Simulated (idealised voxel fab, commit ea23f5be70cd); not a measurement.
The process module that follows is named voxel ribs on slabs.
In the cross-section labelled cut, the width is 275 nm and each square cell is 5 nm.
A cross-section in this document is a grid of square cells, and it is written down as bands, the top band listed before the ones below it; a band is made up of one or more rows of cells. Each band's line starts with the height of the band's top and of its bottom, in nm. Then come its materials from left to right, each with its width in nm. One material with "full width" fills the band from edge to edge. "empty" is empty space. Counting heights begins at 0, where everything beneath is, in the wafer as received, one material. The lowest band has no bottom; it goes on downwards, as "0 -> down" shows. Graded width ("30->40"): value in top row of band = first number; value in bottom row = second number; row-to-row change constant. "everything unchanged", as given for a step, is the statement that not any cell of the cross-section underwent a change during that step. Empty spaces counting at least 8 cells and having no open way to the top are listed in "Enclosed voids". The notation width x height at distance is used for each, the distance being from the left edge and all three values in nm. Text after the settings on a step's line: the simulator's own remark on that step. overlay nm: step with mask; distance mask lay right of planned place; negative value = left of planned place.
SET OUT BELOW ARE THE PLANNED STEPS OF THE PROCESS
- 1: RECEIVE (material Si)
- 2: DIRECTIONAL_DEP (material SiO2; thk nm 20)
- 3: DIRECTIONAL_DEP (material polySi; thk nm 15)
- 4: MASKED_ETCH (tone cover; mask id RIB; width nm 15; etch materials polySi; depth nm 5; overlay nm 0)
- 5: PATTERN (tone cover; mask id SLAB; material resist; width nm 45; thk nm 20; overlay nm 0)
- 6: DIRECTIONAL_ETCH (etch materials polySi; depth nm 10)
- 7: STRIP (etch materials resist)
- 8: FILL_DEP (material SiO2; thk nm 25)
- 9: CMP (height nm 55)
- 10: DIRECTIONAL_DEP (material W; thk nm 10)
- 11: MASKED_ETCH (tone cover; mask id HEATER; width nm 25; etch materials W; depth nm 10; overlay nm 0)
- 12: CONFORMAL_DEP (material SiO2; thk nm 5)
AS-RECEIVED WAFER CROSS-SECTION (AFTER STEP 1)
0 -> down  Si full width
Enclosed voids: none
END-OF-MODULE CROSS-SECTION OF THE FIRST OF TWO WAFERS, PROCESSED AS PLANNED
70 -> 65  empty: 120, SiO2: 35, empty: 120
65 -> 60  empty: 120, SiO2: 5, W: 25, SiO2: 5, empty: 120
60 -> 55  SiO2: 125, W: 25, SiO2: 125
55 -> 35  SiO2 full width
35 -> 30  SiO2: 130, polySi: 15, SiO2: 130
30 -> 20  SiO2: 115, polySi: 45, SiO2: 115
20 -> 0  SiO2 full width
0 -> down  Si full width
Enclosed voids: none
SECOND WAFER THROUGH THE MODULE, SECTIONED AT THE END: SAME BEGINNING AND SAME PLAN AS THE FIRST WAFER, WITH ONE MISTAKE IN CARRYING IT OUT
70 -> 65  empty: 120, SiO2: 35, empty: 120
65 -> 60  empty: 120, SiO2: 5, W: 25, SiO2: 5, empty: 120
60 -> 55  SiO2: 125, W: 25, SiO2: 125
55 -> 35  SiO2 full width
35 -> 30  SiO2: 130, polySi: 15, SiO2: 130
30 -> 20  SiO2: 115, polySi: 50, SiO2: 110
20 -> 0  SiO2 full width
0 -> down  Si full width
Enclosed voids: none
Which mistake was made when the wafer was run? step 5 did not use the planned setting and instead ran as PATTERN (tone cover; mask id SLAB; material resist; width nm 50; thk nm 20; overlay nm 0)
Final tally in cells, some materials are higher or lower on the second wafer than on the first: SiO2: 2 fewer, polySi: 2 more
